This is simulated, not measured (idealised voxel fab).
Process module heading - voxel trench capacitor
The cross-section on display is named cut; it measures 245 nm wide, and its cells are 5 nm squares.
In what follows, cross-sections appear as grids of square cells, described through bands that run from the top down, where every band is one or more rows of cells.
For a band, the entry starts with two heights in nm, that of the top and then that of the bottom, and carries on with the band's materials in order from left to right, each alongside its width in nm; the word "everywhere" beside a single material means it fills the band edge to edge, and "empty" means empty space.
Height 0 is the level under which the wafer as received is all one material. The lowest band goes on downwards, as in "0..down".
Width spec "30->40" -> top row of cells at first value, bottom row at second value, equal per-row change in between.
It should be understood that the words "no alteration", when stated for a given step, signify that the cross-section underwent no change in any of its cells during that step.
If an empty space has no open way to the top and is at least 8 cells in size, "Sealed void listing" lists it, written width x height at distance, where distance is measured from the left edge and every value is in nm.
Post-settings text on a step line: simulator's own remark regarding the step.
The optional step-line setting "overlay nm" applies to steps with a mask and quantifies how far to the right of its planned location the mask lay, a negative value indicating leftward placement.
# Process steps - plan
1. RECEIVE [material Si]
2. CONFORMAL_DEP [material SiN] [thk nm 5]
3. PATTERN [tone open] [mask id TRENCH] [material resist] [width nm 25] [pitch nm 40] [thk nm 20] [overlay nm -15]
4. DIRECTIONAL_ETCH [etch materials SiN] [depth nm 5]
5. DIRECTIONAL_ETCH [etch materials Si] [depth nm 40]
6. STRIP [etch materials resist]
7. CONFORMAL_DEP [material Al2O3] [thk nm 5]
8. CONFORMAL_DEP [material TiN] [thk nm 5]
9. FILL_DEP [material W] [thk nm 10]
10. CMP [height nm 5]
Variable across wafers: step 3 overlay nm (plan value is that of the first wafer; starting state common to all).
# So this is the first of several wafers, cross-sectioned as it came to us, meaning it's at the end of step 1
  0..down  Si everywhere
  Sealed void listing: none
# Tabulated below, wafer by wafer, are the end-of-module results: for each material, the number of cells gained (+) or lost (-) relative to the as-received state, followed by the closed voids
overlay nm -15, +63 Al2O3, -120 Si, +34 SiN, +51 TiN, +21 W, Sealed void listing: none
overlay nm -10, +63 Al2O3, -120 Si, +34 SiN, +51 TiN, +21 W, Sealed void listing: none
overlay nm -5, +63 Al2O3, -120 Si, +34 SiN, +51 TiN, +21 W, Sealed void listing: none
overlay nm 0, +63 Al2O3, -120 Si, +34 SiN, +51 TiN, +21 W, Sealed void listing: none
overlay nm 5, +63 Al2O3, -120 Si, +34 SiN, +51 TiN, +21 W, Sealed void listing: none
overlay nm 10, +63 Al2O3, -120 Si, +34 SiN, +51 TiN, +21 W, Sealed void listing: none
overlay nm 15, +63 Al2O3, -120 Si, +34 SiN, +51 TiN, +21 W, Sealed void listing: none
